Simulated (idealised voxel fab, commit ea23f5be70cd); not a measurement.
process module | voxel air gaps
cross-section cut | 155 nm wide | cells 5 nm
A cross-section is a grid of square cells, given in bands from the top down. A band is one or more rows of cells.
Each band's line starts with the height of the band's top and of its bottom, in nm. Then come its materials from left to right, each with its width in nm. One material with "throughout" fills the band from edge to edge. "air" is empty space.
Height 0 is the level under which the wafer as received is all one material. The lowest band goes on downwards, as in "0 down".
A width such as "30 to 40" changes by the same amount from each row of cells to the next, from the band's top row to its bottom row.
"no change" after a step means that no cell of the cross-section changed.
closed voids: empty space of 8 cells or more with no open way to the top, each as width x height at its distance from the left edge, in nm
after a step's settings: what the simulator itself notes on the step
overlay nm, on a step with a mask: how far to the right of its planned place the mask lay; to the left if negative
plan
1 op RECEIVE | material Si
2 op CONFORMAL_DEP | material SiO2 | thk nm 10
3 op CONFORMAL_DEP | material SiN | thk nm 5
4 op DIRECTIONAL_DEP | material SiO2 | thk nm 30
5 op DIRECTIONAL_DEP | material aC | thk nm 10
6 op PATTERN | tone open | mask id LINES | material resist | width nm 20 | pitch nm 45 | thk nm 30 | overlay nm 0
7 op DIRECTIONAL_ETCH | etch materials aC | depth nm 10
8 op STRIP | etch materials resist
9 op DIRECTIONAL_ETCH | etch materials SiO2 | depth nm 30
10 op STRIP | etch materials aC
11 op CONFORMAL_DEP | material TiN | thk nm 5
12 op FILL_DEP | material Ru | thk nm 5
13 op CMP | height nm 45
14 op EPI | material Ru | thk nm 10
15 op SELECTIVE_ETCH | etch materials SiO2 | depth nm 40
16 op CONFORMAL_DEP | material SiCN | thk nm 5
as received, after step 1
  0 down: Si throughout
  closed voids: none
a wafer at the end: this start, this plan, one mistake
  60 to 55: air 10 | SiCN 140 | air 5
  55 to 45: air 10 | SiCN 5 | Ru 40 | SiCN 5 | Ru 40 | SiCN 5 | Ru 40 | SiCN 5 | air 5
  45 to 40: air 10 | SiCN 15 | TiN 5 | Ru 10 | TiN 5 | SiCN 25 | TiN 5 | Ru 10 | TiN 5 | SiCN 25 | TiN 5 | Ru 10 | TiN 5 | SiCN 15 | air 5
  40 to 20: air 20 | SiCN 5 | TiN 5 | Ru 10 | TiN 5 | SiCN 5 | air 15 | SiCN 5 | TiN 5 | Ru 10 | TiN 5 | SiCN 5 | air 15 | SiCN 5 | TiN 5 | Ru 10 | TiN 5 | SiCN 5 | air 15
  20 to 15: SiCN 25 | TiN 20 | SiCN 25 | TiN 20 | SiCN 25 | TiN 20 | SiCN 20
  15 to 10: SiN throughout
  10 to 0: SiO2 throughout
  0 down: Si throughout
  closed voids: 15 x 20 at 50; 15 x 20 at 95
what went wrong: step 6 ran as: op PATTERN | tone open | mask id LINES | material resist | width nm 20 | pitch nm 45 | thk nm 30 | overlay nm 5
